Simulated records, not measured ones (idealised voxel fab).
Process module under the name voxel self aligned contacts
280 nm wide, 5 nm square cells: that's cross-section cut.
A cross-section is a grid of square cells, given in bands from the top down. A band is one or more rows of cells.
Band: top and bottom heights (nm) first, top before bottom; then materials from left to right, widths in nm. "full width" marks a sole material filling the band edge to edge. "empty" denotes empty space.
Heights are measured from 0, the level below which the as-received wafer is all one material; the lowest band has no bottom and continues downward, written as in "0 and below".
A two-number width, for instance "30..40", indicates that the width is equal to the first number in the top row of the band and to the second number in the bottom row, and that it changes by a constant amount per row of cells.
Given "changes: none" for a step, no cell of the cross-section differs between before and after that step.
"Completely enclosed voids" means: voids of 8 cells or more that are shut off from the top with no open way through. Written width x height at distance, distance from the left edge, in nm.
Read whatever lies past the settings on a step's line as the simulator's own remark about the step.
If you see "overlay nm" on a step's line and that step has a mask, it's telling you how far right of where it was planned the mask ended up; a negative number means it went left instead.
Steps planned for the process
1,RECEIVE,material Si
2,CONFORMAL_DEP,material SiO2,thk nm 5
3,DIRECTIONAL_DEP,material polySi,thk nm 20
4,DIRECTIONAL_DEP,material SiN,thk nm 20
5,MASKED_ETCH,tone cover,mask id GATE,width nm 25,pitch nm 55,etch materials SiN,depth nm 20,overlay nm 0
6,MASKED_ETCH,tone cover,mask id GATE,width nm 25,pitch nm 55,etch materials polySi,depth nm 20,overlay nm 0
7,CONFORMAL_DEP,material SiN,thk nm 5
8,DIRECTIONAL_ETCH,etch materials SiN,depth nm 5
9,FILL_DEP,material SiO2,thk nm 15
10,CMP,height nm 50
11,MASKED_ETCH,tone open,mask id CONTACT,width nm 40,pitch nm 55,etch materials SiO2,depth nm 50,overlay nm 0
12,CONFORMAL_DEP,material TiN,thk nm 5
13,FILL_DEP,material W,thk nm 5
14,CMP,height nm 50
15,CONFORMAL_DEP,material SiCN,thk nm 5
As received (post step 1): cross-section
> 0 and below = Si full width
> Completely enclosed voids: none
Cross-section taken at module completion on the first of two wafers; processed per the plan
> 55 down to 50 = SiCN full width
> 50 down to 45 = SiO2: 90, then TiN: 15, then W: 10, then TiN: 15, then SiO2: 15, then TiN: 15, then W: 10, then TiN: 15, then SiO2: 95
> 45 down to 25 = SiO2: 65, then SiN: 35, then TiN: 5, then W: 10, then TiN: 5, then SiN: 35, then TiN: 5, then W: 10, then TiN: 5, then SiN: 35, then SiO2: 70
> 25 down to 5 = SiO2: 65, then SiN: 5, then polySi: 25, then SiN: 5, then TiN: 5, then W: 10, then TiN: 5, then SiN: 5, then polySi: 25, then SiN: 5, then TiN: 5, then W: 10, then TiN: 5, then SiN: 5, then polySi: 25, then SiN: 5, then SiO2: 70
> 5 down to 0 = SiO2: 100, then TiN: 20, then SiO2: 35, then TiN: 20, then SiO2: 105
> 0 and below = Si full width
> Completely enclosed voids: none
Wafer two (of two), end-of-module cross-section: start = wafer one, plan = wafer one, one run mistake
> 55 down to 50 = SiCN full width
> 50 down to 30 = SiO2: 90, then TiN: 5, then W: 30, then TiN: 5, then SiO2: 15, then TiN: 5, then W: 30, then TiN: 5, then SiO2: 95
> 30 down to 25 = SiO2: 90, then TiN: 40, then SiO2: 15, then TiN: 40, then SiO2: 95
> 25 down to 5 = polySi full width
> 5 down to 0 = SiO2 full width
> 0 and below = Si full width
> Completely enclosed voids: none
Want to know what went wrong? step 4 ran differently from the plan; actual operation with settings: DIRECTIONAL_DEP,material SiO2,thk nm 20
End of process, cell counts, second wafer against first, materials with more or fewer: 108 fewer of SiN, 48 fewer of SiO2, 20 fewer of TiN, 12 more of W, 164 more of polySi
